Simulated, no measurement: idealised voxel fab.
process module | voxel lift off
cross-section cut | 195 nm wide | cells 5 nm
A cross-section is a grid of square cells, given in bands from the top down. A band is one or more rows of cells.
Each band's line starts with the height of the band's top and of its bottom, in nm. Then come its materials from left to right, each with its width in nm. One material with "throughout" fills the band from edge to edge. "air" is empty space.
Height 0 is the level under which the wafer as received is all one material. The lowest band goes on downwards, as in "0 down".
A width such as "30 to 40" changes by the same amount from each row of cells to the next, from the band's top row to its bottom row.
"no change" after a step means that no cell of the cross-section changed.
closed voids: empty space of 8 cells or more with no open way to the top, each as width x height at its distance from the left edge, in nm
after a step's settings: what the simulator itself notes on the step
overlay nm, on a step with a mask: how far to the right of its planned place the mask lay; to the left if negative
plan
1 op RECEIVE | material Si
2 op CONFORMAL_DEP | material SiN | thk nm 5
3 op PATTERN | tone open | mask id LINES | material resist | width nm 30 | pitch nm 50 | thk nm 15 | overlay nm 0
4 op DIRECTIONAL_DEP | material Ru | thk nm 5
5 op STRIP | etch materials resist
6 op CONFORMAL_DEP | material SiO2 | thk nm 10
as received, after step 1
  0 down: Si throughout
  closed voids: none
a wafer at the end: this start, this plan, one mistake
  10 to 5: air 30 | Ru 30 | air 20 | Ru 30 | air 20 | Ru 30 | air 35
  5 to 0: SiN throughout
  0 down: Si throughout
  closed voids: none
what went wrong: step 6 was left out
